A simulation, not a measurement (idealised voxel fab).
A process module follows: voxel transistor to metal.
For reference, the cross-section in this document is cut, with width 160 nm and square cells of 5 nm.
How to read a cross-section here: the picture is a grid of square cells, written as bands going from the top down, and any band can span one or more rows of cells. For a band, the entry starts with two heights in nm, that of the top and then that of the bottom, and carries on with the band's materials in order from left to right, each alongside its width in nm; the word "edge to edge" beside a single material means it fills the band edge to edge, and "air" means empty space. It should be noted that heights are counted from 0, beneath which the wafer as supplied is of one material throughout, and that the lowest band possesses no lower boundary but continues downward, as written in "from 0 down". A width such as "30..40" changes by the same amount from each row of cells to the next, from the band's top row to its bottom row. Reading "no change" for a step: not a cell of the cross-section changed in it. This entry, "Trapped cavities", enumerates those empty regions of no fewer than 8 cells that possess no open connection to the top. Each region is reported in the form width x height at distance, the distance being taken from the left edge, with all three quantities expressed in nm. On each step's line, the part that comes after the settings is the simulator's own comment on the step. overlay nm: where the mask lay relative to plan, measured to the right, on steps with a mask; negatives go left.
# The steps planned for the process are as follows
- 1: RECEIVE, material Si
- 2: CONFORMAL_DEP, material SiO2, thk nm 5
- 3: CONFORMAL_DEP, material SiN, thk nm 10
- 4: MASKED_ETCH, tone cover, mask id ACTIVE, width nm 100, etch materials SiN, depth nm 10, overlay nm 0
- 5: MASKED_ETCH, tone cover, mask id ACTIVE, width nm 100, etch materials SiO2, depth nm 5, overlay nm 0
- 6: MASKED_ETCH, tone cover, mask id ACTIVE, width nm 100, etch materials Si, depth nm 20, overlay nm 0
- 7: OXIDIZE, depth nm 5
- 8: FILL_DEP, material SiO2, thk nm 5
- 9: CMP, height nm 15
- 10: SELECTIVE_ETCH, etch materials SiO2, depth nm 10
- 11: STRIP, etch materials SiN
- 12: SELECTIVE_ETCH, etch materials SiO2, depth nm 5
- 13: OXIDIZE, depth nm 5
- 14: DIRECTIONAL_DEP, material polySi, thk nm 20
- 15: DIRECTIONAL_DEP, material SiCN, thk nm 10
- 16: DIRECTIONAL_DEP, material aC, thk nm 15
- 17: PATTERN, tone cover, mask id GATE, material resist, width nm 30, thk nm 30, overlay nm 0
- 18: DIRECTIONAL_ETCH, etch materials aC, depth nm 15
- 19: STRIP, etch materials resist
- 20: DIRECTIONAL_ETCH, etch materials SiCN, depth nm 20
- 21: DIRECTIONAL_ETCH, etch materials polySi, depth nm 30
- 22: STRIP, etch materials aC
- 23: CONFORMAL_DEP, material SiO2, thk nm 5
- 24: DIRECTIONAL_ETCH, etch materials SiO2, depth nm 5
- 25: CONFORMAL_DEP, material SiN, thk nm 10
- 26: DIRECTIONAL_ETCH, etch materials SiN, depth nm 10
- 27: DIRECTIONAL_ETCH, etch materials SiO2, depth nm 5
- 28: DIRECTIONAL_ETCH, etch materials Si, depth nm 15
- 29: EPI, material SiGe, thk nm 20
- 30: FILL_DEP, material SiO2, thk nm 5
- 31: CMP, height nm 20
- 32: STRIP, etch materials polySi
- 33: SELECTIVE_ETCH, etch materials SiO2, depth nm 5
- 34: CONFORMAL_DEP, material HfO2, thk nm 5
- 35: CONFORMAL_DEP, material TiN, thk nm 5
- 36: FILL_DEP, material W, thk nm 5
- 37: CMP, height nm 15
- 38: DIRECTIONAL_DEP, material SiO2, thk nm 15
- 39: MASKED_ETCH, tone open, mask id CONTACT, width nm 15, pitch nm 75, etch materials SiO2, depth nm 15, overlay nm 0
- 40: CONFORMAL_DEP, material TiN, thk nm 5
- 41: FILL_DEP, material Ru, thk nm 10
- 42: CMP, height nm 30
- 43: DIRECTIONAL_DEP, material TiN, thk nm 5
- 44: DIRECTIONAL_DEP, material W, thk nm 15
- 45: DIRECTIONAL_DEP, material aC, thk nm 15
- 46: PATTERN, tone cover, mask id METAL_1, material resist, width nm 15, pitch nm 75, thk nm 30, overlay nm 0
- 47: DIRECTIONAL_ETCH, etch materials aC, depth nm 15
- 48: STRIP, etch materials resist
- 49: DIRECTIONAL_ETCH, etch materials W, depth nm 15
- 50: DIRECTIONAL_ETCH, etch materials TiN, depth nm 5
- 51: STRIP, etch materials aC
- 52: FILL_DEP, material lowk, thk nm 10
- 53: CMP, height nm 50
- 54: CONFORMAL_DEP, material SiN, thk nm 5
# The first of a set of two wafers, run to plan
# Cross-section, incoming material, after step 1
> from 0 down: Si edge to edge
> Trapped cavities: none
# State of the wafer after step 2, shown in cross-section
> from 5 to 0: SiO2 edge to edge
> Below 0 it's all the same as before, nothing changed down there.
# State of the wafer after step 3, shown in cross-section
> from 15 to 5: SiN edge to edge
> Below 5 it's all the same as before, nothing changed down there.
# State of the wafer after step 4, shown in cross-section
> from 15 to 5: air 30  SiN 100  air 30
> Below 5 it's all the same as before, nothing changed down there.
# State of the wafer after step 5, shown in cross-section
> from 15 to 5: air 30  SiN 100  air 30
> from 5 to 0: air 30  SiO2 100  air 30
> Below 0 it's all the same as before, nothing changed down there.
# State of the wafer after step 6, shown in cross-section
> from 15 to 5: air 30  SiN 100  air 30
> from 5 to 0: air 30  SiO2 100  air 30
> from 0 to -20: air 30  Si 100  air 30
> Below -20 it's all the same as before, nothing changed down there.
# State of the wafer after step 7, shown in cross-section
> from 15 to 5: air 30  SiN 100  air 30
> from 5 to 0: air 30  SiO2 100  air 30
> from 0 to -20: air 30  SiO2 5  Si 90  SiO2 5  air 30
> from -20 to -25: SiO2 35  Si 90  SiO2 35
> Below -25 it's all the same as before, nothing changed down there.
# State of the wafer after step 8, shown in cross-section
> from 20 to 15: SiO2 edge to edge
> from 15 to 5: SiO2 30  SiN 100  SiO2 30
> from 5 to 0: SiO2 edge to edge
> from 0 to -25: SiO2 35  Si 90  SiO2 35
> Below -25 it's all the same as before, nothing changed down there.
# State of the wafer after step 9, shown in cross-section
> from 15 to 5: SiO2 30  SiN 100  SiO2 30
> Below 5 it's all the same as before, nothing changed down there.
# State of the wafer after step 10, shown in cross-section
> from 15 to 5: air 30  SiN 100  air 30
> Below 5 it's all the same as before, nothing changed down there.
# State of the wafer after step 11, shown in cross-section
> from 5 to 0: SiO2 edge to edge
> Below 0 it's all the same as before, nothing changed down there.
# State of the wafer after step 12, shown in cross-section
> from 0 to -25: SiO2 35  Si 90  SiO2 35
> Below -25 it's all the same as before, nothing changed down there.
# State of the wafer after step 13, shown in cross-section
> from 0 to -5: SiO2 edge to edge
> Below -5 it's all the same as before, nothing changed down there.
# State of the wafer after step 14, shown in cross-section
> from 20 to 0: polySi edge to edge
> Below 0 it's all the same as before, nothing changed down there.
# State of the wafer after step 15, shown in cross-section
> from 30 to 20: SiCN edge to edge
> Below 20 it's all the same as before, nothing changed down there.
# State of the wafer after step 16, shown in cross-section
> from 45 to 30: aC edge to edge
> Below 30 it's all the same as before, nothing changed down there.
# State of the wafer after step 17, shown in cross-section
> from 75 to 45: air 65  resist 30  air 65
> Below 45 it's all the same as before, nothing changed down there.
# State of the wafer after step 18, shown in cross-section
> from 60 to 45: air 65  resist 30  air 65
> from 45 to 30: air 65  aC 30  air 65
> Below 30 it's all the same as before, nothing changed down there.
# State of the wafer after step 19, shown in cross-section
> from 45 to 30: air 65  aC 30  air 65
> Below 30 it's all the same as before, nothing changed down there.
# State of the wafer after step 20, shown in cross-section
> from 45 to 30: air 65  aC 30  air 65
> from 30 to 20: air 65  SiCN 30  air 65
> Below 20 it's all the same as before, nothing changed down there.
# State of the wafer after step 21, shown in cross-section
> from 45 to 30: air 65  aC 30  air 65
> from 30 to 20: air 65  SiCN 30  air 65
> from 20 to 0: air 65  polySi 30  air 65
> Below 0 it's all the same as before, nothing changed down there.
# State of the wafer after step 22, shown in cross-section
> from 30 to 20: air 65  SiCN 30  air 65
> Below 20 it's all the same as before, nothing changed down there.
# State of the wafer after step 23, shown in cross-section
> from 35 to 30: air 60  SiO2 40  air 60
> from 30 to 20: air 60  SiO2 5  SiCN 30  SiO2 5  air 60
> from 20 to 5: air 60  SiO2 5  polySi 30  SiO2 5  air 60
> from 5 to 0: SiO2 65  polySi 30  SiO2 65
> Below 0 it's all the same as before, nothing changed down there.
# State of the wafer after step 24, shown in cross-section
> from 30 to 20: air 60  SiO2 5  SiCN 30  SiO2 5  air 60
> from 20 to 0: air 60  SiO2 5  polySi 30  SiO2 5  air 60
> Below 0 it's all the same as before, nothing changed down there.
# State of the wafer after step 25, shown in cross-section
> from 40 to 30: air 50  SiN 60  air 50
> from 30 to 20: air 50  SiN 10  SiO2 5  SiCN 30  SiO2 5  SiN 10  air 50
> from 20 to 10: air 50  SiN 10  SiO2 5  polySi 30  SiO2 5  SiN 10  air 50
> from 10 to 0: SiN 60  SiO2 5  polySi 30  SiO2 5  SiN 60
> Below 0 it's all the same as before, nothing changed down there.
# State of the wafer after step 26, shown in cross-section
> from 30 to 20: air 50  SiN 10  SiO2 5  SiCN 30  SiO2 5  SiN 10  air 50
> from 20 to 0: air 50  SiN 10  SiO2 5  polySi 30  SiO2 5  SiN 10  air 50
> Below 0 it's all the same as before, nothing changed down there.
# State of the wafer after step 27, shown in cross-section
> from 30 to 25: air 50  SiN 10  air 5  SiCN 30  air 5  SiN 10  air 50
> from 25 to 20: air 50  SiN 10  SiO2 5  SiCN 30  SiO2 5  SiN 10  air 50
> from 20 to 0: air 50  SiN 10  SiO2 5  polySi 30  SiO2 5  SiN 10  air 50
> from 0 to -5: air 50  SiO2 60  air 50
> Below -5 it's all the same as before, nothing changed down there.
# State of the wafer after step 28, shown in cross-section
> from 30 to 25: air 50  SiN 10  air 5  SiCN 30  air 5  SiN 10  air 50
> from 25 to 20: air 50  SiN 10  SiO2 5  SiCN 30  SiO2 5  SiN 10  air 50
> from 20 to 0: air 50  SiN 10  SiO2 5  polySi 30  SiO2 5  SiN 10  air 50
> from 0 to -5: air 50  SiO2 60  air 50
> from -5 to -20: SiO2 35  air 15  Si 60  air 15  SiO2 35
> Below -20 it's all the same as before, nothing changed down there.
# State of the wafer after step 29, shown in cross-section
> from 30 to 25: air 50  SiN 10  air 5  SiCN 30  air 5  SiN 10  air 50
> from 25 to 20: air 50  SiN 10  SiO2 5  SiCN 30  SiO2 5  SiN 10  air 50
> from 20 to 15: air 50  SiN 10  SiO2 5  polySi 30  SiO2 5  SiN 10  air 50
> from 15 to 0: air 30  SiGe 20  SiN 10  SiO2 5  polySi 30  SiO2 5  SiN 10  SiGe 20  air 30
> from 0 to -5: air 30  SiGe 20  SiO2 60  SiGe 20  air 30
> from -5 to -20: SiO2 35  SiGe 15  Si 60  SiGe 15  SiO2 35
> Below -20 it's all the same as before, nothing changed down there.
# State of the wafer after step 30, shown in cross-section
> from 35 to 30: SiO2 edge to edge
> from 30 to 20: SiO2 50  SiN 10  SiO2 5  SiCN 30  SiO2 5  SiN 10  SiO2 50
> from 20 to 15: SiO2 50  SiN 10  SiO2 5  polySi 30  SiO2 5  SiN 10  SiO2 50
> from 15 to 0: SiO2 30  SiGe 20  SiN 10  SiO2 5  polySi 30  SiO2 5  SiN 10  SiGe 20  SiO2 30
> from 0 to -5: SiO2 30  SiGe 20  SiO2 60  SiGe 20  SiO2 30
> Below -5 it's all the same as before, nothing changed down there.
# State of the wafer after step 31, shown in cross-section
> from 20 to 15: SiO2 50  SiN 10  SiO2 5  polySi 30  SiO2 5  SiN 10  SiO2 50
> Below 15 it's all the same as before, nothing changed down there.
# State of the wafer after step 32, shown in cross-section
> from 20 to 15: SiO2 50  SiN 10  SiO2 5  air 30  SiO2 5  SiN 10  SiO2 50
> from 15 to 0: SiO2 30  SiGe 20  SiN 10  SiO2 5  air 30  SiO2 5  SiN 10  SiGe 20  SiO2 30
> Below 0 it's all the same as before, nothing changed down there.
# State of the wafer after step 33, shown in cross-section
> from 20 to 15: air 50  SiN 10  air 40  SiN 10  air 50
> from 15 to 0: SiO2 30  SiGe 20  SiN 10  air 40  SiN 10  SiGe 20  SiO2 30
> from 0 to -5: SiO2 30  SiGe 20  SiO2 10  air 40  SiO2 10  SiGe 20  SiO2 30
> Below -5 it's all the same as before, nothing changed down there.
# State of the wafer after step 34, shown in cross-section
> from 25 to 20: air 45  HfO2 20  air 30  HfO2 20  air 45
> from 20 to 15: HfO2 50  SiN 10  HfO2 5  air 30  HfO2 5  SiN 10  HfO2 50
> from 15 to 0: SiO2 30  SiGe 20  SiN 10  HfO2 5  air 30  HfO2 5  SiN 10  SiGe 20  SiO2 30
> from 0 to -5: SiO2 30  SiGe 20  SiO2 10  HfO2 40  SiO2 10  SiGe 20  SiO2 30
> Below -5 it's all the same as before, nothing changed down there.
# State of the wafer after step 35, shown in cross-section
> from 30 to 25: air 40  TiN 30  air 20  TiN 30  air 40
> from 25 to 20: TiN 45  HfO2 20  TiN 5  air 20  TiN 5  HfO2 20  TiN 45
> from 20 to 15: HfO2 50  SiN 10  HfO2 5  TiN 5  air 20  TiN 5  HfO2 5  SiN 10  HfO2 50
> from 15 to 5: SiO2 30  SiGe 20  SiN 10  HfO2 5  TiN 5  air 20  TiN 5  HfO2 5  SiN 10  SiGe 20  SiO2 30
> from 5 to 0: SiO2 30  SiGe 20  SiN 10  HfO2 5  TiN 30  HfO2 5  SiN 10  SiGe 20  SiO2 30
> Below 0 it's all the same as before, nothing changed down there.
# State of the wafer after step 36, shown in cross-section
> from 35 to 30: W edge to edge
> from 30 to 25: W 40  TiN 30  W 20  TiN 30  W 40
> from 25 to 20: TiN 45  HfO2 20  TiN 5  W 20  TiN 5  HfO2 20  TiN 45
> from 20 to 15: HfO2 50  SiN 10  HfO2 5  TiN 5  W 20  TiN 5  HfO2 5  SiN 10  HfO2 50
> from 15 to 5: SiO2 30  SiGe 20  SiN 10  HfO2 5  TiN 5  W 20  TiN 5  HfO2 5  SiN 10  SiGe 20  SiO2 30
> Below 5 it's all the same as before, nothing changed down there.
# State of the wafer after step 37, shown in cross-section
> from 15 to 5: SiO2 30  SiGe 20  SiN 10  HfO2 5  TiN 5  W 20  TiN 5  HfO2 5  SiN 10  SiGe 20  SiO2 30
> Below 5 it's all the same as before, nothing changed down there.
# State of the wafer after step 38, shown in cross-section
> from 30 to 15: SiO2 edge to edge
> Below 15 it's all the same as before, nothing changed down there.
# State of the wafer after step 39, shown in cross-section
> from 30 to 15: SiO2 35  air 15  SiO2 60  air 15  SiO2 35
> Below 15 it's all the same as before, nothing changed down there.
# State of the wafer after step 40, shown in cross-section
> from 35 to 30: TiN 40  air 5  TiN 70  air 5  TiN 40
> from 30 to 20: SiO2 35  TiN 5  air 5  TiN 5  SiO2 60  TiN 5  air 5  TiN 5  SiO2 35
> from 20 to 15: SiO2 35  TiN 15  SiO2 60  TiN 15  SiO2 35
> Below 15 it's all the same as before, nothing changed down there.
# State of the wafer after step 41, shown in cross-section
> from 45 to 35: Ru edge to edge
> from 35 to 30: TiN 40  Ru 5  TiN 70  Ru 5  TiN 40
> from 30 to 20: SiO2 35  TiN 5  Ru 5  TiN 5  SiO2 60  TiN 5  Ru 5  TiN 5  SiO2 35
> Below 20 it's all the same as before, nothing changed down there.
# State of the wafer after step 42, shown in cross-section
> from 30 to 20: SiO2 35  TiN 5  Ru 5  TiN 5  SiO2 60  TiN 5  Ru 5  TiN 5  SiO2 35
> Below 20 it's all the same as before, nothing changed down there.
# State of the wafer after step 43, shown in cross-section
> from 35 to 30: TiN edge to edge
> Below 30 it's all the same as before, nothing changed down there.
# State of the wafer after step 44, shown in cross-section
> from 50 to 35: W edge to edge
> Below 35 it's all the same as before, nothing changed down there.
# State of the wafer after step 45, shown in cross-section
> from 65 to 50: aC edge to edge
> Below 50 it's all the same as before, nothing changed down there.
# State of the wafer after step 46, shown in cross-section
> from 95 to 65: air 35  resist 15  air 60  resist 15  air 35
> Below 65 it's all the same as before, nothing changed down there.
# State of the wafer after step 47, shown in cross-section
> from 80 to 65: air 35  resist 15  air 60  resist 15  air 35
> from 65 to 50: air 35  aC 15  air 60  aC 15  air 35
> Below 50 it's all the same as before, nothing changed down there.
# State of the wafer after step 48, shown in cross-section
> from 65 to 50: air 35  aC 15  air 60  aC 15  air 35
> Below 50 it's all the same as before, nothing changed down there.
# State of the wafer after step 49, shown in cross-section
> from 65 to 50: air 35  aC 15  air 60  aC 15  air 35
> from 50 to 35: air 35  W 15  air 60  W 15  air 35
> Below 35 it's all the same as before, nothing changed down there.
# State of the wafer after step 50, shown in cross-section
> from 65 to 50: air 35  aC 15  air 60  aC 15  air 35
> from 50 to 35: air 35  W 15  air 60  W 15  air 35
> from 35 to 30: air 35  TiN 15  air 60  TiN 15  air 35
> Below 30 it's all the same as before, nothing changed down there.
# State of the wafer after step 51, shown in cross-section
> from 50 to 35: air 35  W 15  air 60  W 15  air 35
> Below 35 it's all the same as before, nothing changed down there.
# State of the wafer after step 52, shown in cross-section
> from 60 to 50: lowk edge to edge
> from 50 to 35: lowk 35  W 15  lowk 60  W 15  lowk 35
> from 35 to 30: lowk 35  TiN 15  lowk 60  TiN 15  lowk 35
> Below 30 it's all the same as before, nothing changed down there.
# State of the wafer after step 53, shown in cross-section
> from 50 to 35: lowk 35  W 15  lowk 60  W 15  lowk 35
> Below 35 it's all the same as before, nothing changed down there.
# State of the wafer after step 54, shown in cross-section
> from 55 to 50: SiN edge to edge
> Below 50 it's all the same as before, nothing changed down there.
# The second wafer: identical to the first at the outset and in its planned sequence, differing only in that one mistake was made during processing; up to and including step 42, its path is the first wafer's path
# What the second wafer looks like in cross-section when step 43 should have wrapped up
> from 45 to 30: W edge to edge
> Below 30 it's all the same as before, nothing changed down there.
# What the second wafer looks like in cross-section when step 44 should have wrapped up
> from 50 to 45: TiN edge to edge
> Below 45 it's all the same as before, nothing changed down there.
# What the second wafer looks like in cross-section when step 45 should have wrapped up
> from 65 to 50: aC edge to edge
> Below 50 it's all the same as before, nothing changed down there.
# What the second wafer looks like in cross-section when step 46 should have wrapped up
> from 95 to 65: air 35  resist 15  air 60  resist 15  air 35
> Below 65 it's all the same as before, nothing changed down there.
# What the second wafer looks like in cross-section when step 47 should have wrapped up
> from 80 to 65: air 35  resist 15  air 60  resist 15  air 35
> from 65 to 50: air 35  aC 15  air 60  aC 15  air 35
> Below 50 it's all the same as before, nothing changed down there.
# What the second wafer looks like in cross-section when step 48 should have wrapped up
> from 65 to 50: air 35  aC 15  air 60  aC 15  air 35
> Below 50 it's all the same as before, nothing changed down there.
What the second wafer looks like in cross-section when step 49 should have wrapped up: no change
# What the second wafer looks like in cross-section when step 50 should have wrapped up
> from 65 to 50: air 35  aC 15  air 60  aC 15  air 35
> from 50 to 45: air 35  TiN 15  air 60  TiN 15  air 35
> Below 45 it's all the same as before, nothing changed down there.
# What the second wafer looks like in cross-section when step 51 should have wrapped up
> from 50 to 45: air 35  TiN 15  air 60  TiN 15  air 35
> Below 45 it's all the same as before, nothing changed down there.
# What the second wafer looks like in cross-section when step 52 should have wrapped up
> from 60 to 50: lowk edge to edge
> from 50 to 45: lowk 35  TiN 15  lowk 60  TiN 15  lowk 35
> Below 45 it's all the same as before, nothing changed down there.
# What the second wafer looks like in cross-section when step 53 should have wrapped up
> from 50 to 45: lowk 35  TiN 15  lowk 60  TiN 15  lowk 35
> Below 45 it's all the same as before, nothing changed down there.
# What the second wafer looks like in cross-section when step 54 should have wrapped up
> from 55 to 50: SiN edge to edge
> Below 50 it's all the same as before, nothing changed down there.
Run error: the processing plan was not followed for steps 43 and 44, which were run with their positions exchanged
It is noted that, at the conclusion of processing, the second wafer exhibits a higher or lower cell count for certain materials relative to the first: 78 more of W; 78 fewer of lowk
